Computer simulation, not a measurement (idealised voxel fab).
The process module that follows is named voxel released beams.
cross-section cut | 200 nm wide | cells 5 nm
Think of the cross-section as a grid of square cells. We describe it in bands, top to bottom, and each band covers one or more rows of those cells. Quick guide to a band line: top height, bottom height (nm) up front; then every material left to right with its width in nm. Only one material and it's marked "full width"? Then it fills the band edge to edge. And "empty" just means empty space. Height reference: 0 = level under which incoming wafer is all one material. Lowest band: no bottom, runs on downward, e.g. "0 and below". Width spec "30->40" -> top row of cells at first value, bottom row at second value, equal per-row change in between. Basically "remained the same" means that step didn't change any cell in the cross-section. You'll see "Cavities, sealed" listing empty spaces that have no way open to the top, as long as they're 8 cells or more; the notation is width x height at distance, where the distance is from the left edge, and all of it is in nm. Note: text after step settings on the step line = simulator remark on that step. overlay nm: mask right of planned place by this much (step with mask). Neg. = left.
## This section lists the process steps that were planned
| 1 | RECEIVE [material Si] |
| 2 | CONFORMAL_DEP [material SiN] [thk nm 5] |
| 3 | DIRECTIONAL_DEP [material SiO2] [thk nm 20] |
| 4 | PATTERN [tone open] [mask id ANCHOR] [material resist] [width nm 35] [thk nm 20] [overlay nm 0] |
| 5 | DIRECTIONAL_ETCH [etch materials SiO2] [depth nm 20] |
| 6 | STRIP [etch materials resist] |
| 7 | CONFORMAL_DEP [material TiN] [thk nm 15] |
| 8 | MASKED_ETCH [tone cover] [mask id BEAM] [width nm 120] [etch materials TiN] [depth nm 15] [overlay nm 0] |
| 9 | STRIP [etch materials SiO2] |
## Cross-section, incoming material, after step 1
0 and below: Si full width
Cavities, sealed: none
## End-of-module cross-section. Starting structure and process plan as above; one mistake made in running it
40 down to 25: 35 empty / 55 TiN / 110 empty
25 down to 20: 25 empty / 15 TiN / 35 SiO2 / 15 TiN / 110 empty
20 down to 5: 25 empty / 15 TiN / 35 SiO2 / 80 TiN / 45 empty
5 down to 0: SiN full width
0 and below: Si full width
Cavities, sealed: none
Run error: step 4 changed vs plan, executed as PATTERN [tone cover] [mask id ANCHOR] [material resist] [width nm 35] [thk nm 20] [overlay nm 0]
